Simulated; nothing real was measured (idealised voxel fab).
Process module under the name voxel self aligned vias
Cross-sectional view cut (width: 295 nm; square cell size: 5 nm).
Bands, listed from the top down, are how a cross-section gets written in this document; the cross-section itself is a grid of square cells, and a band is one or more rows of them.
Band entry format. Leading values: height of top, height of bottom, nm. Remainder: materials in left-to-right order, each with its width in nm. Special words: "throughout" on a single material, which then fills the band edge to edge; "empty", empty space.
Heights are expressed relative to 0, this being the level below which the as-received wafer comprises one material exclusively. The lowest band is unbounded in the downward direction and is denoted as in "0 and below".
The width entry "30 to 40" should be interpreted row by row: the top row of cells in the band takes the first number, the bottom row takes the second number, and the change between adjacent rows is uniform throughout.
You'll sometimes find "nothing changed" written for a step, and that's the way of saying that nowhere in the cross-section did a cell change during that step.
"Sealed void inventory" - sealed voids, min. 8 cells, no opening to top; format: width x height at distance (distance from left edge; nm throughout).
Note: text after step settings on the step line = simulator remark on that step.
You can add "overlay nm" to a step's line. For a step with a mask, it describes how far the mask lay to the right of its planned position, and a negative number describes a lay to the left.
-- The process steps that were planned are listed below
1: RECEIVE with material Si
2: CONFORMAL_DEP with material SiO2, thk nm 15
3: CONFORMAL_DEP with material SiCN, thk nm 5
4: DIRECTIONAL_DEP with material lowk, thk nm 25
5: DIRECTIONAL_DEP with material aC, thk nm 15
6: PATTERN with tone open, mask id LINES, material resist, width nm 25, pitch nm 60, thk nm 30, overlay nm 0
7: DIRECTIONAL_ETCH with etch materials aC, depth nm 15
8: STRIP with etch materials resist
9: DIRECTIONAL_ETCH with etch materials lowk, depth nm 25
10: STRIP with etch materials aC
11: CONFORMAL_DEP with material TiN, thk nm 5
12: FILL_DEP with material Ru, thk nm 10
13: CMP with height nm 45
14: SELECTIVE_ETCH with etch materials W Ru TiN, depth nm 5
15: FILL_DEP with material SiN, thk nm 5
16: CMP with height nm 45
17: DIRECTIONAL_DEP with material lowk, thk nm 15
18: PATTERN with tone open, mask id VIAS, material resist, width nm 45, pitch nm 60, thk nm 15, overlay nm 0
19: DIRECTIONAL_ETCH with etch materials lowk, depth nm 15
20: DIRECTIONAL_ETCH with etch materials SiN, depth nm 5
21: STRIP with etch materials resist
22: CONFORMAL_DEP with material TiN, thk nm 5
23: FILL_DEP with material Ru, thk nm 10
24: CMP with height nm 60
25: CONFORMAL_DEP with material SiN, thk nm 5
-- So this is the incoming wafer in cross-section - it's already been through step 1
- 0 and below | Si throughout
- Sealed void inventory: none
-- Cross-section, end of module. Start: as above. Plan: as above. Execution: one mistake
- 65 down to 60 | SiN throughout
- 60 down to 50 | 65 of lowk | 5 of TiN | 35 of Ru | 5 of TiN | 15 of lowk | 5 of TiN | 35 of Ru | 5 of TiN | 15 of lowk | 5 of TiN | 35 of Ru | 5 of TiN | 65 of lowk
- 50 down to 45 | 65 of lowk | 15 of TiN | 15 of Ru | 15 of TiN | 15 of lowk | 15 of TiN | 15 of Ru | 15 of TiN | 15 of lowk | 15 of TiN | 15 of Ru | 15 of TiN | 65 of lowk
- 45 down to 35 | 75 of lowk | 25 of TiN | 35 of lowk | 25 of TiN | 35 of lowk | 25 of TiN | 75 of lowk
- 35 down to 30 | SiCN throughout
- 30 down to 0 | SiO2 throughout
- 0 and below | Si throughout
- Sealed void inventory: none
Plan not followed: step 2 of the plan was executed twice over
